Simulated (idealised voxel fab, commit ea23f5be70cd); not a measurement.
voxel transistor to metal: a process module
Xsec cut, 165 nm wide, square cell size 5 nm.
Cross-sections here: square-cell grids, written as top-down lists of bands, a band being one or more rows of cells.
Band: top and bottom heights (nm) first, top before bottom; then materials from left to right, widths in nm. "full width" marks a sole material filling the band edge to edge. "empty" denotes empty space.
We count height from 0. Below that, the starting wafer is all one material. The lowest band never ends at the bottom but goes on down; see "top 0, no bottom" for how that is written.
Width spec "30..40" -> top row of cells at first value, bottom row at second value, equal per-row change in between.
Reading "identical to before" for a step: not a cell of the cross-section changed in it.
Basically, "Unvented internal voids" tells you about the enclosed voids: empty spaces with no open way to the top, 8 cells or bigger, each written width x height at distance, where distance is from the left edge, all in nm.
Anything after a step's settings on that line? It's the simulator's own note about the step.
overlay nm: how far to the right of its planned place the mask lay on this masked step (negative: to the left).
# Steps planned for the process
1. RECEIVE, material Si
2. CONFORMAL_DEP, material SiO2, thk nm 5
3. CONFORMAL_DEP, material SiN, thk nm 10
4. PATTERN, tone cover, mask id ACTIVE, material resist, width nm 115, thk nm 20, overlay nm 0
5. DIRECTIONAL_ETCH, etch materials SiN, depth nm 10
6. DIRECTIONAL_ETCH, etch materials SiO2, depth nm 5
7. DIRECTIONAL_ETCH, etch materials Si, depth nm 25
8. STRIP, etch materials resist
9. FILL_DEP, material SiO2, thk nm 10
10. CMP, height nm 15
11. SELECTIVE_ETCH, etch materials SiO2, depth nm 10
12. STRIP, etch materials SiN
13. SELECTIVE_ETCH, etch materials SiO2, depth nm 5
14. OXIDIZE, depth nm 5
15. DIRECTIONAL_DEP, material polySi, thk nm 25
16. DIRECTIONAL_DEP, material SiCN, thk nm 15
17. MASKED_ETCH, tone cover, mask id GATE, width nm 25, etch materials SiCN, depth nm 25, overlay nm -10
18. MASKED_ETCH, tone cover, mask id GATE, width nm 25, etch materials polySi, depth nm 35, overlay nm 0
19. CONFORMAL_DEP, material SiN, thk nm 10
20. DIRECTIONAL_ETCH, etch materials SiN, depth nm 10
21. DIRECTIONAL_ETCH, etch materials SiO2, depth nm 5
22. DIRECTIONAL_ETCH, etch materials Si, depth nm 15
23. EPI, material nSi, thk nm 20
24. FILL_DEP, material SiO2, thk nm 5
25. CMP, height nm 25
26. STRIP, etch materials polySi
27. SELECTIVE_ETCH, etch materials SiO2, depth nm 5
28. CONFORMAL_DEP, material HfO2, thk nm 5
29. CONFORMAL_DEP, material TiN, thk nm 5
30. FILL_DEP, material W, thk nm 5
31. CMP, height nm 20
32. DIRECTIONAL_DEP, material SiO2, thk nm 10
33. PATTERN, tone open, mask id CONTACT, material resist, width nm 20, pitch nm 75, thk nm 20, overlay nm 0
34. DIRECTIONAL_ETCH, etch materials SiO2, depth nm 30
35. STRIP, etch materials resist
36. CONFORMAL_DEP, material TiN, thk nm 5
37. FILL_DEP, material W, thk nm 5
38. CMP, height nm 30
39. CONFORMAL_DEP, material SiCN, thk nm 5
40. DIRECTIONAL_DEP, material lowk, thk nm 20
41. DIRECTIONAL_DEP, material aC, thk nm 15
42. PATTERN, tone open, mask id METAL_1, material resist, width nm 20, pitch nm 75, thk nm 30, overlay nm 0
43. DIRECTIONAL_ETCH, etch materials aC, depth nm 15
44. STRIP, etch materials resist
45. DIRECTIONAL_ETCH, etch materials lowk, depth nm 20
46. DIRECTIONAL_ETCH, etch materials SiCN, depth nm 5
47. STRIP, etch materials aC
48. CONFORMAL_DEP, material TiN, thk nm 5
49. FILL_DEP, material Cu, thk nm 5
50. CMP, height nm 55
51. EPI, material Ru, thk nm 5
52. FILL_DEP, material SiCN, thk nm 5
53. DIRECTIONAL_DEP, material lowk, thk nm 30
54. MASKED_ETCH, tone open, mask id METAL_2, width nm 20, pitch nm 75, etch materials lowk, depth nm 15, overlay nm 0
55. MASKED_ETCH, tone open, mask id METAL_2_HOLES, width nm 15, pitch nm 75, etch materials lowk, depth nm 15, overlay nm 0
56. MASKED_ETCH, tone open, mask id METAL_2_HOLES, width nm 15, pitch nm 75, etch materials SiCN, depth nm 5, overlay nm 0
57. CONFORMAL_DEP, material TiN, thk nm 5
58. FILL_DEP, material Cu, thk nm 5
59. CMP, height nm 95
60. CONFORMAL_DEP, material SiCN, thk nm 5
Same starting wafers, different overlay nm at step 17. Plan value belongs to the first wafer.
# Received wafers, first of several: cross-section after step 1
- top 0, no bottom  Si full width
- Unvented internal voids: none
# Per-wafer rows below. For each material: cells gained (+) or lost (-) since the wafer was received, as of end of module. Then: closed voids
overlay nm -10; +32 Cu; +17 HfO2; +12 Ru; -109 Si; +106 SiCN; +16 SiN; +154 SiO2; +86 TiN; +16 W; +256 lowk; +74 nSi; Unvented internal voids: none
overlay nm -5; +32 Cu; +16 HfO2; +12 Ru; -112 Si; +106 SiCN; +16 SiN; +157 SiO2; +85 TiN; +14 W; +256 lowk; +78 nSi; Unvented internal voids: none
overlay nm 0; +32 Cu; +15 HfO2; +12 Ru; -115 Si; +106 SiCN; +16 SiN; +158 SiO2; +87 TiN; +11 W; +256 lowk; +82 nSi; Unvented internal voids: none
overlay nm 5; +32 Cu; +16 HfO2; +12 Ru; -112 Si; +106 SiCN; +16 SiN; +157 SiO2; +85 TiN; +14 W; +256 lowk; +78 nSi; Unvented internal voids: none
overlay nm 10; +32 Cu; +17 HfO2; +12 Ru; -109 Si; +106 SiCN; +16 SiN; +154 SiO2; +86 TiN; +16 W; +256 lowk; +74 nSi; Unvented internal voids: none
